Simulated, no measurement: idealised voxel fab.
This is a process module. Its name is voxel gate over fins.
The width of the displayed cross-section, cut, is 245 nm; its cells are square, with a size of 5 nm.
Reading order for cross-sections: top band down to bottom band. Underlying form: a grid of square cells. Band size: one or more rows of cells.
Per band: top height and bottom height in nm, followed by the left-to-right materials and their widths in nm; "full width" marks a single material spanning edge to edge, "air" marks empty space.
The level at which height equals 0 is the one under which the wafer, as it arrives, is entirely one material. No lower edge exists for the bottom band, which continues downward and is notated as in "0 and below".
The width entry "30 to 40" should be interpreted row by row: the top row of cells in the band takes the first number, the bottom row takes the second number, and the change between adjacent rows is uniform throughout.
Step marked "remained the same"? Then no cell in the cross-section changed in it.
Basically, "Enclosed cavities" tells you about the enclosed voids: empty spaces with no open way to the top, 8 cells or bigger, each written width x height at distance, where distance is from the left edge, all in nm.
The remark found on a step's line after its settings is issued by the simulator itself and pertains to that step.
overlay nm: step with mask; distance mask lay right of planned place; negative value = left of planned place.

**Planned step list for the process**
| 1 | RECEIVE with material Si |
| 2 | CONFORMAL_DEP with material SiN, thk nm 5 |
| 3 | PATTERN with tone cover, mask id FINS, material resist, width nm 15, pitch nm 35, thk nm 20, overlay nm 0 |
| 4 | DIRECTIONAL_ETCH with etch materials SiN, depth nm 5 |
| 5 | DIRECTIONAL_ETCH with etch materials Si, depth nm 30 |
| 6 | STRIP with etch materials resist |
| 7 | FILL_DEP with material SiO2, thk nm 10 |
| 8 | CMP with height nm 5 |
| 9 | SELECTIVE_ETCH with etch materials SiO2, depth nm 20 |
| 10 | STRIP with etch materials SiN |
| 11 | CONFORMAL_DEP with material HfO2, thk nm 5 |
| 12 | CONFORMAL_DEP with material TiN, thk nm 5 |
| 13 | CONFORMAL_DEP with material TiAl, thk nm 5 |
| 14 | CONFORMAL_DEP with material TiN, thk nm 5 |
| 15 | FILL_DEP with material W, thk nm 15 |
| 16 | CMP with height nm 30 |
| 17 | CONFORMAL_DEP with material SiCN, thk nm 5 |

**Account of the first of two wafers, which was processed as intended**

**Received-state cross-section, reflecting completion of step 1**
  0 and below  Si full width
  Enclosed cavities: none

**The wafer, seen in cross-section, after step 2**
  5 down to 0  SiN full width
  Nothing below the height 0 has changed.

**The wafer, seen in cross-section, after step 3**
  25 down to 5  air 95 nm / resist 15 nm / air 20 nm / resist 15 nm / air 100 nm
  Nothing below the height 5 has changed.

**The wafer, seen in cross-section, after step 4**
  25 down to 5  air 95 nm / resist 15 nm / air 20 nm / resist 15 nm / air 100 nm
  5 down to 0  air 95 nm / SiN 15 nm / air 20 nm / SiN 15 nm / air 100 nm
  Nothing below the height 0 has changed.

**The wafer, seen in cross-section, after step 5**
  25 down to 5  air 95 nm / resist 15 nm / air 20 nm / resist 15 nm / air 100 nm
  5 down to 0  air 95 nm / SiN 15 nm / air 20 nm / SiN 15 nm / air 100 nm
  0 down to -30  air 95 nm / Si 15 nm / air 20 nm / Si 15 nm / air 100 nm
  Nothing below the height -30 has changed.

**The wafer, seen in cross-section, after step 6**
  5 down to 0  air 95 nm / SiN 15 nm / air 20 nm / SiN 15 nm / air 100 nm
  Nothing below the height 0 has changed.

**The wafer, seen in cross-section, after step 7**
  15 down to 5  SiO2 full width
  5 down to 0  SiO2 95 nm / SiN 15 nm / SiO2 20 nm / SiN 15 nm / SiO2 100 nm
  0 down to -30  SiO2 95 nm / Si 15 nm / SiO2 20 nm / Si 15 nm / SiO2 100 nm
  Nothing below the height -30 has changed.

**The wafer, seen in cross-section, after step 8**
  5 down to 0  SiO2 95 nm / SiN 15 nm / SiO2 20 nm / SiN 15 nm / SiO2 100 nm
  Nothing below the height 0 has changed.

**The wafer, seen in cross-section, after step 9**
  5 down to 0  air 95 nm / SiN 15 nm / air 20 nm / SiN 15 nm / air 100 nm
  0 down to -15  air 95 nm / Si 15 nm / air 20 nm / Si 15 nm / air 100 nm
  Nothing below the height -15 has changed.

**The wafer, seen in cross-section, after step 10**
  0 down to -15  air 95 nm / Si 15 nm / air 20 nm / Si 15 nm / air 100 nm
  Nothing below the height -15 has changed.

**The wafer, seen in cross-section, after step 11**
  5 down to 0  air 90 nm / HfO2 25 nm / air 10 nm / HfO2 25 nm / air 95 nm
  0 down to -10  air 90 nm / HfO2 5 nm / Si 15 nm / HfO2 5 nm / air 10 nm / HfO2 5 nm / Si 15 nm / HfO2 5 nm / air 95 nm
  -10 down to -15  HfO2 95 nm / Si 15 nm / HfO2 20 nm / Si 15 nm / HfO2 100 nm
  Nothing below the height -15 has changed.

**The wafer, seen in cross-section, after step 12**
  10 down to 5  air 85 nm / TiN 70 nm / air 90 nm
  5 down to 0  air 85 nm / TiN 5 nm / HfO2 25 nm / TiN 10 nm / HfO2 25 nm / TiN 5 nm / air 90 nm
  0 down to -5  air 85 nm / TiN 5 nm / HfO2 5 nm / Si 15 nm / HfO2 5 nm / TiN 10 nm / HfO2 5 nm / Si 15 nm / HfO2 5 nm / TiN 5 nm / air 90 nm
  -5 down to -10  TiN 90 nm / HfO2 5 nm / Si 15 nm / HfO2 5 nm / TiN 10 nm / HfO2 5 nm / Si 15 nm / HfO2 5 nm / TiN 95 nm
  Nothing below the height -10 has changed.

**The wafer, seen in cross-section, after step 13**
  15 down to 10  air 80 nm / TiAl 80 nm / air 85 nm
  10 down to 5  air 80 nm / TiAl 5 nm / TiN 70 nm / TiAl 5 nm / air 85 nm
  5 down to 0  air 80 nm / TiAl 5 nm / TiN 5 nm / HfO2 25 nm / TiN 10 nm / HfO2 25 nm / TiN 5 nm / TiAl 5 nm / air 85 nm
  0 down to -5  TiAl 85 nm / TiN 5 nm / HfO2 5 nm / Si 15 nm / HfO2 5 nm / TiN 10 nm / HfO2 5 nm / Si 15 nm / HfO2 5 nm / TiN 5 nm / TiAl 90 nm
  Nothing below the height -5 has changed.

**The wafer, seen in cross-section, after step 14**
  20 down to 15  air 75 nm / TiN 90 nm / air 80 nm
  15 down to 10  air 75 nm / TiN 5 nm / TiAl 80 nm / TiN 5 nm / air 80 nm
  10 down to 5  air 75 nm / TiN 5 nm / TiAl 5 nm / TiN 70 nm / TiAl 5 nm / TiN 5 nm / air 80 nm
  5 down to 0  TiN 80 nm / TiAl 5 nm / TiN 5 nm / HfO2 25 nm / TiN 10 nm / HfO2 25 nm / TiN 5 nm / TiAl 5 nm / TiN 85 nm
  Nothing below the height 0 has changed.

**The wafer, seen in cross-section, after step 15**
  35 down to 20  W full width
  20 down to 15  W 75 nm / TiN 90 nm / W 80 nm
  15 down to 10  W 75 nm / TiN 5 nm / TiAl 80 nm / TiN 5 nm / W 80 nm
  10 down to 5  W 75 nm / TiN 5 nm / TiAl 5 nm / TiN 70 nm / TiAl 5 nm / TiN 5 nm / W 80 nm
  Nothing below the height 5 has changed.

**The wafer, seen in cross-section, after step 16**
  30 down to 20  W full width
  Nothing below the height 20 has changed.

**The wafer, seen in cross-section, after step 17**
  35 down to 30  SiCN full width
  Nothing below the height 30 has changed.

**The Second Wafer: Common Origin and Plan, One Mistake in Execution, Identical to the First Through Step 2**

**The second wafer cut through, at the time step 3 was supposed to be finished**
  25 down to 5  air 95 nm / resist 20 nm / air 15 nm / resist 20 nm / air 95 nm
  Nothing below the height 5 has changed.

**The second wafer cut through, at the time step 4 was supposed to be finished**
  25 down to 5  air 95 nm / resist 20 nm / air 15 nm / resist 20 nm / air 95 nm
  5 down to 0  air 95 nm / SiN 20 nm / air 15 nm / SiN 20 nm / air 95 nm
  Nothing below the height 0 has changed.

**The second wafer cut through, at the time step 5 was supposed to be finished**
  25 down to 5  air 95 nm / resist 20 nm / air 15 nm / resist 20 nm / air 95 nm
  5 down to 0  air 95 nm / SiN 20 nm / air 15 nm / SiN 20 nm / air 95 nm
  0 down to -30  air 95 nm / Si 20 nm / air 15 nm / Si 20 nm / air 95 nm
  Nothing below the height -30 has changed.

**The second wafer cut through, at the time step 6 was supposed to be finished**
  5 down to 0  air 95 nm / SiN 20 nm / air 15 nm / SiN 20 nm / air 95 nm
  Nothing below the height 0 has changed.

**The second wafer cut through, at the time step 7 was supposed to be finished**
  15 down to 5  SiO2 full width
  5 down to 0  SiO2 95 nm / SiN 20 nm / SiO2 15 nm / SiN 20 nm / SiO2 95 nm
  0 down to -30  SiO2 95 nm / Si 20 nm / SiO2 15 nm / Si 20 nm / SiO2 95 nm
  Nothing below the height -30 has changed.

**The second wafer cut through, at the time step 8 was supposed to be finished**
  5 down to 0  SiO2 95 nm / SiN 20 nm / SiO2 15 nm / SiN 20 nm / SiO2 95 nm
  Nothing below the height 0 has changed.

**The second wafer cut through, at the time step 9 was supposed to be finished**
  5 down to 0  air 95 nm / SiN 20 nm / air 15 nm / SiN 20 nm / air 95 nm
  0 down to -15  air 95 nm / Si 20 nm / air 15 nm / Si 20 nm / air 95 nm
  Nothing below the height -15 has changed.

**The second wafer cut through, at the time step 10 was supposed to be finished**
  0 down to -15  air 95 nm / Si 20 nm / air 15 nm / Si 20 nm / air 95 nm
  Nothing below the height -15 has changed.

**The second wafer cut through, at the time step 11 was supposed to be finished**
  5 down to 0  air 90 nm / HfO2 30 nm / air 5 nm / HfO2 30 nm / air 90 nm
  0 down to -10  air 90 nm / HfO2 5 nm / Si 20 nm / HfO2 5 nm / air 5 nm / HfO2 5 nm / Si 20 nm / HfO2 5 nm / air 90 nm
  -10 down to -15  HfO2 95 nm / Si 20 nm / HfO2 15 nm / Si 20 nm / HfO2 95 nm
  Nothing below the height -15 has changed.

**The second wafer cut through, at the time step 12 was supposed to be finished**
  10 down to 5  air 85 nm / TiN 75 nm / air 85 nm
  5 down to 0  air 85 nm / TiN 5 nm / HfO2 30 nm / TiN 5 nm / HfO2 30 nm / TiN 5 nm / air 85 nm
  0 down to -5  air 85 nm / TiN 5 nm / HfO2 5 nm / Si 20 nm / HfO2 5 nm / TiN 5 nm / HfO2 5 nm / Si 20 nm / HfO2 5 nm / TiN 5 nm / air 85 nm
  -5 down to -10  TiN 90 nm / HfO2 5 nm / Si 20 nm / HfO2 5 nm / TiN 5 nm / HfO2 5 nm / Si 20 nm / HfO2 5 nm / TiN 90 nm
  Nothing below the height -10 has changed.

**The second wafer cut through, at the time step 13 was supposed to be finished**
  15 down to 10  air 80 nm / TiAl 85 nm / air 80 nm
  10 down to 5  air 80 nm / TiAl 5 nm / TiN 75 nm / TiAl 5 nm / air 80 nm
  5 down to 0  air 80 nm / TiAl 5 nm / TiN 5 nm / HfO2 30 nm / TiN 5 nm / HfO2 30 nm / TiN 5 nm / TiAl 5 nm / air 80 nm
  0 down to -5  TiAl 85 nm / TiN 5 nm / HfO2 5 nm / Si 20 nm / HfO2 5 nm / TiN 5 nm / HfO2 5 nm / Si 20 nm / HfO2 5 nm / TiN 5 nm / TiAl 85 nm
  Nothing below the height -5 has changed.

**The second wafer cut through, at the time step 14 was supposed to be finished**
  20 down to 15  air 75 nm / TiN 95 nm / air 75 nm
  15 down to 10  air 75 nm / TiN 5 nm / TiAl 85 nm / TiN 5 nm / air 75 nm
  10 down to 5  air 75 nm / TiN 5 nm / TiAl 5 nm / TiN 75 nm / TiAl 5 nm / TiN 5 nm / air 75 nm
  5 down to 0  TiN 80 nm / TiAl 5 nm / TiN 5 nm / HfO2 30 nm / TiN 5 nm / HfO2 30 nm / TiN 5 nm / TiAl 5 nm / TiN 80 nm
  Nothing below the height 0 has changed.

**The second wafer cut through, at the time step 15 was supposed to be finished**
  35 down to 20  W full width
  20 down to 15  W 75 nm / TiN 95 nm / W 75 nm
  15 down to 10  W 75 nm / TiN 5 nm / TiAl 85 nm / TiN 5 nm / W 75 nm
  10 down to 5  W 75 nm / TiN 5 nm / TiAl 5 nm / TiN 75 nm / TiAl 5 nm / TiN 5 nm / W 75 nm
  Nothing below the height 5 has changed.

**The second wafer cut through, at the time step 16 was supposed to be finished**
  30 down to 20  W full width
  Nothing below the height 20 has changed.

**The second wafer cut through, at the time step 17 was supposed to be finished**
  35 down to 30  SiCN full width
  Nothing below the height 30 has changed.
The mistake made against the process plan was this: step 3 deviated from plan and actually ran as PATTERN with tone cover, mask id FINS, material resist, width nm 20, pitch nm 35, thk nm 20, overlay nm 0
Final comparison by cell count, materials where the second wafer has more or fewer than the first: 12 more of Si; 6 fewer of SiO2; 3 fewer of TiN; 3 fewer of W
